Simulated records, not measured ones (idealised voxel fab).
The name of this process module is voxel air gaps.
For reference, the cross-section in this document is cut, with width 280 nm and square cells of 5 nm.
The cross-sections in this document take the form of a grid made of square cells. They are written out as bands, in order from top to bottom. Each band consists of one or more rows of cells.
A band entry consists of two parts. The first gives the height of the band's top and the height of its bottom, in nm. The rest lists the band's materials from left to right, each with its width in nm. A single material labelled with the word "edge to edge" fills the band from edge to edge, and the word "blank" marks empty space.
Where do heights start? At 0: under that level the wafer as delivered is made of one material only. And the lowest band has no floor; it just carries on downward, as in "top 0, no bottom".
The two numbers in a width such as "30->40" mark its ends across the band: the first belongs to the top row of cells, the second to the bottom row, and from each row to the next the width moves by the same amount.
The designation "no alteration", where it is given for a processing step, indicates that no cell of the cross-section was altered in the course of that step.
Reported under the label "Internal closed voids" are the empty spaces having no open way to the top and comprising 8 cells or more; the notation for each is width x height at distance, in which the distance is measured from the left edge and all three values are in nm.
If you see something after the settings on a step's line, that's the simulator's own remark about that step.
Each step line may optionally specify "overlay nm", which for a step with a mask gives the rightward distance between the mask's planned place and where it lay, a negative value indicating the leftward direction.

Process steps foreseen in the plan
1: RECEIVE [material Si]
2: CONFORMAL_DEP [material SiO2] [thk nm 15]
3: CONFORMAL_DEP [material SiCN] [thk nm 5]
4: DIRECTIONAL_DEP [material SiO2] [thk nm 30]
5: DIRECTIONAL_DEP [material aC] [thk nm 10]
6: PATTERN [tone open] [mask id LINES] [material resist] [width nm 15] [pitch nm 40] [thk nm 30] [overlay nm 0]
7: DIRECTIONAL_ETCH [etch materials aC] [depth nm 10]
8: STRIP [etch materials resist]
9: DIRECTIONAL_ETCH [etch materials SiO2] [depth nm 30]
10: STRIP [etch materials aC]
11: CONFORMAL_DEP [material TiN] [thk nm 5]
12: FILL_DEP [material Cu] [thk nm 5]
13: CMP [height nm 50]
14: EPI [material Ru] [thk nm 10]
15: SELECTIVE_ETCH [etch materials SiO2] [depth nm 40]
16: CONFORMAL_DEP [material SiCN] [thk nm 5]

The first of a set of two wafers, run to plan

Cross-section of the wafer upon arrival, representing the state reached after step 1
- top 0, no bottom = Si edge to edge
- Internal closed voids: none

How the wafer stands in section after step 2
- top 15, bottom 0 = SiO2 edge to edge
- For the remainder of the cross-section, below 0, there is no change.

How the wafer stands in section after step 3
- top 20, bottom 15 = SiCN edge to edge
- For the remainder of the cross-section, below 15, there is no change.

How the wafer stands in section after step 4
- top 50, bottom 20 = SiO2 edge to edge
- For the remainder of the cross-section, below 20, there is no change.

How the wafer stands in section after step 5
- top 60, bottom 50 = aC edge to edge
- For the remainder of the cross-section, below 50, there is no change.

How the wafer stands in section after step 6
- top 90, bottom 60 = resist: 70; blank: 15; resist: 25; blank: 15; resist: 25; blank: 15; resist: 25; blank: 15; resist: 75
- For the remainder of the cross-section, below 60, there is no change.

How the wafer stands in section after step 7
- top 80, bottom 60 = resist: 70; blank: 15; resist: 25; blank: 15; resist: 25; blank: 15; resist: 25; blank: 15; resist: 75
- top 60, bottom 50 = aC: 70; blank: 15; aC: 25; blank: 15; aC: 25; blank: 15; aC: 25; blank: 15; aC: 75
- For the remainder of the cross-section, below 50, there is no change.

How the wafer stands in section after step 8
- top 60, bottom 50 = aC: 70; blank: 15; aC: 25; blank: 15; aC: 25; blank: 15; aC: 25; blank: 15; aC: 75
- For the remainder of the cross-section, below 50, there is no change.

How the wafer stands in section after step 9
- top 60, bottom 50 = aC: 70; blank: 15; aC: 25; blank: 15; aC: 25; blank: 15; aC: 25; blank: 15; aC: 75
- top 50, bottom 20 = SiO2: 70; blank: 15; SiO2: 25; blank: 15; SiO2: 25; blank: 15; SiO2: 25; blank: 15; SiO2: 75
- For the remainder of the cross-section, below 20, there is no change.

How the wafer stands in section after step 10
- top 50, bottom 20 = SiO2: 70; blank: 15; SiO2: 25; blank: 15; SiO2: 25; blank: 15; SiO2: 25; blank: 15; SiO2: 75
- For the remainder of the cross-section, below 20, there is no change.

How the wafer stands in section after step 11
- top 55, bottom 50 = TiN: 75; blank: 5; TiN: 35; blank: 5; TiN: 35; blank: 5; TiN: 35; blank: 5; TiN: 80
- top 50, bottom 25 = SiO2: 70; TiN: 5; blank: 5; TiN: 5; SiO2: 25; TiN: 5; blank: 5; TiN: 5; SiO2: 25; TiN: 5; blank: 5; TiN: 5; SiO2: 25; TiN: 5; blank: 5; TiN: 5; SiO2: 75
- top 25, bottom 20 = SiO2: 70; TiN: 15; SiO2: 25; TiN: 15; SiO2: 25; TiN: 15; SiO2: 25; TiN: 15; SiO2: 75
- For the remainder of the cross-section, below 20, there is no change.

How the wafer stands in section after step 12
- top 60, bottom 55 = Cu edge to edge
- top 55, bottom 50 = TiN: 75; Cu: 5; TiN: 35; Cu: 5; TiN: 35; Cu: 5; TiN: 35; Cu: 5; TiN: 80
- top 50, bottom 25 = SiO2: 70; TiN: 5; Cu: 5; TiN: 5; SiO2: 25; TiN: 5; Cu: 5; TiN: 5; SiO2: 25; TiN: 5; Cu: 5; TiN: 5; SiO2: 25; TiN: 5; Cu: 5; TiN: 5; SiO2: 75
- For the remainder of the cross-section, below 25, there is no change.

How the wafer stands in section after step 13
- top 50, bottom 25 = SiO2: 70; TiN: 5; Cu: 5; TiN: 5; SiO2: 25; TiN: 5; Cu: 5; TiN: 5; SiO2: 25; TiN: 5; Cu: 5; TiN: 5; SiO2: 25; TiN: 5; Cu: 5; TiN: 5; SiO2: 75
- For the remainder of the cross-section, below 25, there is no change.

How the wafer stands in section after step 14
- top 60, bottom 50 = blank: 60; Ru: 35; blank: 5; Ru: 35; blank: 5; Ru: 35; blank: 5; Ru: 35; blank: 65
- For the remainder of the cross-section, below 50, there is no change.

How the wafer stands in section after step 15
- top 60, bottom 50 = blank: 60; Ru: 35; blank: 5; Ru: 35; blank: 5; Ru: 35; blank: 5; Ru: 35; blank: 65
- top 50, bottom 25 = blank: 70; TiN: 5; Cu: 5; TiN: 5; blank: 25; TiN: 5; Cu: 5; TiN: 5; blank: 25; TiN: 5; Cu: 5; TiN: 5; blank: 25; TiN: 5; Cu: 5; TiN: 5; blank: 75
- top 25, bottom 20 = blank: 70; TiN: 15; blank: 25; TiN: 15; blank: 25; TiN: 15; blank: 25; TiN: 15; blank: 75
- For the remainder of the cross-section, below 20, there is no change.

How the wafer stands in section after step 16
- top 65, bottom 60 = blank: 55; SiCN: 165; blank: 60
- top 60, bottom 50 = blank: 55; SiCN: 5; Ru: 35; SiCN: 5; Ru: 35; SiCN: 5; Ru: 35; SiCN: 5; Ru: 35; SiCN: 5; blank: 60
- top 50, bottom 45 = blank: 55; SiCN: 15; TiN: 5; Cu: 5; TiN: 5; SiCN: 25; TiN: 5; Cu: 5; TiN: 5; SiCN: 25; TiN: 5; Cu: 5; TiN: 5; SiCN: 25; TiN: 5; Cu: 5; TiN: 5; SiCN: 15; blank: 60
- top 45, bottom 25 = blank: 65; SiCN: 5; TiN: 5; Cu: 5; TiN: 5; SiCN: 5; blank: 15; SiCN: 5; TiN: 5; Cu: 5; TiN: 5; SiCN: 5; blank: 15; SiCN: 5; TiN: 5; Cu: 5; TiN: 5; SiCN: 5; blank: 15; SiCN: 5; TiN: 5; Cu: 5; TiN: 5; SiCN: 5; blank: 70
- top 25, bottom 20 = SiCN: 70; TiN: 15; SiCN: 25; TiN: 15; SiCN: 25; TiN: 15; SiCN: 25; TiN: 15; SiCN: 75
- For the remainder of the cross-section, below 20, there is no change.
- Internal closed voids: 15 x 20 at 90; 15 x 20 at 130; 15 x 20 at 170

The second wafer: identical to the first at the outset and in its planned sequence, differing only in that one mistake was made during processing; up to and including step 1, its path is the first wafer's path

What the second wafer looks like in cross-section when step 2 should have wrapped up
- top 15, bottom 0 = Ru edge to edge
- For the remainder of the cross-section, below 0, there is no change.

What the second wafer looks like in cross-section when step 3 should have wrapped up
- top 20, bottom 15 = SiCN edge to edge
- For the remainder of the cross-section, below 15, there is no change.

What the second wafer looks like in cross-section when step 4 should have wrapped up
- top 50, bottom 20 = SiO2 edge to edge
- For the remainder of the cross-section, below 20, there is no change.

What the second wafer looks like in cross-section when step 5 should have wrapped up
- top 60, bottom 50 = aC edge to edge
- For the remainder of the cross-section, below 50, there is no change.

What the second wafer looks like in cross-section when step 6 should have wrapped up
- top 90, bottom 60 = resist: 70; blank: 15; resist: 25; blank: 15; resist: 25; blank: 15; resist: 25; blank: 15; resist: 75
- For the remainder of the cross-section, below 60, there is no change.

What the second wafer looks like in cross-section when step 7 should have wrapped up
- top 80, bottom 60 = resist: 70; blank: 15; resist: 25; blank: 15; resist: 25; blank: 15; resist: 25; blank: 15; resist: 75
- top 60, bottom 50 = aC: 70; blank: 15; aC: 25; blank: 15; aC: 25; blank: 15; aC: 25; blank: 15; aC: 75
- For the remainder of the cross-section, below 50, there is no change.

What the second wafer looks like in cross-section when step 8 should have wrapped up
- top 60, bottom 50 = aC: 70; blank: 15; aC: 25; blank: 15; aC: 25; blank: 15; aC: 25; blank: 15; aC: 75
- For the remainder of the cross-section, below 50, there is no change.

What the second wafer looks like in cross-section when step 9 should have wrapped up
- top 60, bottom 50 = aC: 70; blank: 15; aC: 25; blank: 15; aC: 25; blank: 15; aC: 25; blank: 15; aC: 75
- top 50, bottom 20 = SiO2: 70; blank: 15; SiO2: 25; blank: 15; SiO2: 25; blank: 15; SiO2: 25; blank: 15; SiO2: 75
- For the remainder of the cross-section, below 20, there is no change.

What the second wafer looks like in cross-section when step 10 should have wrapped up
- top 50, bottom 20 = SiO2: 70; blank: 15; SiO2: 25; blank: 15; SiO2: 25; blank: 15; SiO2: 25; blank: 15; SiO2: 75
- For the remainder of the cross-section, below 20, there is no change.

What the second wafer looks like in cross-section when step 11 should have wrapped up
- top 55, bottom 50 = TiN: 75; blank: 5; TiN: 35; blank: 5; TiN: 35; blank: 5; TiN: 35; blank: 5; TiN: 80
- top 50, bottom 25 = SiO2: 70; TiN: 5; blank: 5; TiN: 5; SiO2: 25; TiN: 5; blank: 5; TiN: 5; SiO2: 25; TiN: 5; blank: 5; TiN: 5; SiO2: 25; TiN: 5; blank: 5; TiN: 5; SiO2: 75
- top 25, bottom 20 = SiO2: 70; TiN: 15; SiO2: 25; TiN: 15; SiO2: 25; TiN: 15; SiO2: 25; TiN: 15; SiO2: 75
- For the remainder of the cross-section, below 20, there is no change.

What the second wafer looks like in cross-section when step 12 should have wrapped up
- top 60, bottom 55 = Cu edge to edge
- top 55, bottom 50 = TiN: 75; Cu: 5; TiN: 35; Cu: 5; TiN: 35; Cu: 5; TiN: 35; Cu: 5; TiN: 80
- top 50, bottom 25 = SiO2: 70; TiN: 5; Cu: 5; TiN: 5; SiO2: 25; TiN: 5; Cu: 5; TiN: 5; SiO2: 25; TiN: 5; Cu: 5; TiN: 5; SiO2: 25; TiN: 5; Cu: 5; TiN: 5; SiO2: 75
- For the remainder of the cross-section, below 25, there is no change.

What the second wafer looks like in cross-section when step 13 should have wrapped up
- top 50, bottom 25 = SiO2: 70; TiN: 5; Cu: 5; TiN: 5; SiO2: 25; TiN: 5; Cu: 5; TiN: 5; SiO2: 25; TiN: 5; Cu: 5; TiN: 5; SiO2: 25; TiN: 5; Cu: 5; TiN: 5; SiO2: 75
- For the remainder of the cross-section, below 25, there is no change.

What the second wafer looks like in cross-section when step 14 should have wrapped up
- top 60, bottom 50 = blank: 60; Ru: 35; blank: 5; Ru: 35; blank: 5; Ru: 35; blank: 5; Ru: 35; blank: 65
- For the remainder of the cross-section, below 50, there is no change.

What the second wafer looks like in cross-section when step 15 should have wrapped up
- top 60, bottom 50 = blank: 60; Ru: 35; blank: 5; Ru: 35; blank: 5; Ru: 35; blank: 5; Ru: 35; blank: 65
- top 50, bottom 25 = blank: 70; TiN: 5; Cu: 5; TiN: 5; blank: 25; TiN: 5; Cu: 5; TiN: 5; blank: 25; TiN: 5; Cu: 5; TiN: 5; blank: 25; TiN: 5; Cu: 5; TiN: 5; blank: 75
- top 25, bottom 20 = blank: 70; TiN: 15; blank: 25; TiN: 15; blank: 25; TiN: 15; blank: 25; TiN: 15; blank: 75
- For the remainder of the cross-section, below 20, there is no change.

What the second wafer looks like in cross-section when step 16 should have wrapped up
- top 65, bottom 60 = blank: 55; SiCN: 165; blank: 60
- top 60, bottom 50 = blank: 55; SiCN: 5; Ru: 35; SiCN: 5; Ru: 35; SiCN: 5; Ru: 35; SiCN: 5; Ru: 35; SiCN: 5; blank: 60
- top 50, bottom 45 = blank: 55; SiCN: 15; TiN: 5; Cu: 5; TiN: 5; SiCN: 25; TiN: 5; Cu: 5; TiN: 5; SiCN: 25; TiN: 5; Cu: 5; TiN: 5; SiCN: 25; TiN: 5; Cu: 5; TiN: 5; SiCN: 15; blank: 60
- top 45, bottom 25 = blank: 65; SiCN: 5; TiN: 5; Cu: 5; TiN: 5; SiCN: 5; blank: 15; SiCN: 5; TiN: 5; Cu: 5; TiN: 5; SiCN: 5; blank: 15; SiCN: 5; TiN: 5; Cu: 5; TiN: 5; SiCN: 5; blank: 15; SiCN: 5; TiN: 5; Cu: 5; TiN: 5; SiCN: 5; blank: 70
- top 25, bottom 20 = SiCN: 70; TiN: 15; SiCN: 25; TiN: 15; SiCN: 25; TiN: 15; SiCN: 25; TiN: 15; SiCN: 75
- For the remainder of the cross-section, below 20, there is no change.
- Internal closed voids: 15 x 20 at 90; 15 x 20 at 130; 15 x 20 at 170
Want to know what went wrong? step 2 ran differently from the plan; actual operation with settings: CONFORMAL_DEP [material Ru] [thk nm 15]
Final tally in cells, some materials are higher or lower on the second wafer than on the first: 168 more of Ru, 168 fewer of SiO2
